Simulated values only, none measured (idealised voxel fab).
process module | voxel gate over fins
cross-section cut | 255 nm wide | cells 5 nm
A cross-section is a grid of square cells, given in bands from the top down. A band is one or more rows of cells.
Each band's line starts with the height of the band's top and of its bottom, in nm. Then come its materials from left to right, each with its width in nm. One material with "throughout" fills the band from edge to edge. "air" is empty space.
Height 0 is the level under which the wafer as received is all one material. The lowest band goes on downwards, as in "0 down".
A width such as "30 to 40" changes by the same amount from each row of cells to the next, from the band's top row to its bottom row.
"no change" after a step means that no cell of the cross-section changed.
closed voids: empty space of 8 cells or more with no open way to the top, each as width x height at its distance from the left edge, in nm
after a step's settings: what the simulator itself notes on the step
overlay nm, on a step with a mask: how far to the right of its planned place the mask lay; to the left if negative
plan
1 op RECEIVE | material Si
2 op CONFORMAL_DEP | material SiN | thk nm 10
3 op MASKED_ETCH | tone cover | mask id FINS | width nm 15 | pitch nm 55 | etch materials SiN | depth nm 10 | overlay nm 0
4 op MASKED_ETCH | tone cover | mask id FINS | width nm 15 | pitch nm 55 | etch materials Si | depth nm 40 | overlay nm 0
5 op OXIDIZE | depth nm 5
6 op FILL_DEP | material SiO2 | thk nm 10
7 op CMP | height nm 10
8 op DIRECTIONAL_DEP | material aC | thk nm 10
9 op PATTERN | tone open | mask id RAIL | material resist | width nm 15 | thk nm 30 | overlay nm 0
10 op DIRECTIONAL_ETCH | etch materials aC | depth nm 10
11 op STRIP | etch materials resist
12 op DIRECTIONAL_ETCH | etch materials SiO2 | depth nm 45
13 op STRIP | etch materials aC
14 op CONFORMAL_DEP | material TiN | thk nm 5
15 op FILL_DEP | material W | thk nm 10
16 op CMP | height nm 10
17 op SELECTIVE_ETCH | etch materials W Ru TiN | depth nm 35
18 op FILL_DEP | material SiO2 | thk nm 5
19 op CMP | height nm 10
20 op SELECTIVE_ETCH | etch materials SiO2 | depth nm 25
21 op STRIP | etch materials SiN
22 op CONFORMAL_DEP | material HfO2 | thk nm 5
23 op CONFORMAL_DEP | material TiN | thk nm 5
24 op FILL_DEP | material W | thk nm 15
25 op CMP | height nm 20
26 op CONFORMAL_DEP | material SiCN | thk nm 10
as received, after step 1
  0 down: Si throughout
  closed voids: none
first wafer at the end, as planned
  30 to 20: SiCN throughout
  20 to 10: W throughout
  10 to 5: W 30 | TiN 25 | W 30 | TiN 25 | W 30 | TiN 25 | W 30 | TiN 25 | W 35
  5 to 0: W 30 | TiN 5 | HfO2 15 | TiN 5 | W 30 | TiN 5 | HfO2 15 | TiN 5 | W 30 | TiN 5 | HfO2 15 | TiN 5 | W 30 | TiN 5 | HfO2 15 | TiN 5 | W 35
  0 to -5: W 30 | TiN 5 | HfO2 5 | Si 5 | HfO2 5 | TiN 5 | W 30 | TiN 5 | HfO2 5 | Si 5 | HfO2 5 | TiN 5 | W 30 | TiN 5 | HfO2 5 | Si 5 | HfO2 5 | TiN 5 | W 30 | TiN 5 | HfO2 5 | Si 5 | HfO2 5 | TiN 5 | W 35
  -5 to -10: TiN 35 | HfO2 5 | Si 5 | HfO2 5 | TiN 40 | HfO2 5 | Si 5 | HfO2 5 | TiN 40 | HfO2 5 | Si 5 | HfO2 5 | TiN 40 | HfO2 5 | Si 5 | HfO2 5 | TiN 40
  -10 to -15: HfO2 40 | Si 5 | HfO2 50 | Si 5 | HfO2 50 | Si 5 | HfO2 50 | Si 5 | HfO2 45
  -15 to -25: SiO2 40 | Si 5 | SiO2 50 | Si 5 | SiO2 50 | Si 5 | SiO2 50 | Si 5 | SiO2 45
  -25 to -30: SiO2 40 | Si 5 | SiO2 15 | TiN 5 | W 5 | TiN 5 | SiO2 20 | Si 5 | SiO2 50 | Si 5 | SiO2 50 | Si 5 | SiO2 45
  -30 to -35: SiO2 40 | Si 5 | SiO2 15 | TiN 15 | SiO2 20 | Si 5 | SiO2 50 | Si 5 | SiO2 50 | Si 5 | SiO2 45
  -35 to -45: SiO2 40 | Si 5 | SiO2 50 | Si 5 | SiO2 50 | Si 5 | SiO2 50 | Si 5 | SiO2 45
  -45 down: Si throughout
  closed voids: none
second wafer at the end: like start, like plan, one mistake
  30 to 20: SiCN throughout
  20 to 10: W throughout
  10 to 5: TiN 40 | W 5 | TiN 50 | W 5 | TiN 50 | W 5 | TiN 50 | W 5 | TiN 45
  5 to 0: HfO2 35 | TiN 15 | HfO2 40 | TiN 15 | HfO2 40 | TiN 15 | HfO2 40 | TiN 15 | HfO2 40
  0 to -5: Si 30 | HfO2 25 | Si 30 | HfO2 25 | Si 30 | HfO2 25 | Si 30 | HfO2 25 | Si 35
  -5 down: Si throughout
  closed voids: none
what went wrong: step 3 ran as: op MASKED_ETCH | tone open | mask id FINS | width nm 15 | pitch nm 55 | etch materials SiN | depth nm 10 | overlay nm 0
at the end the second wafer has, in cells: 16 fewer of HfO2 | 403 more of Si | 276 fewer of SiO2 | 21 fewer of TiN | 90 fewer of W
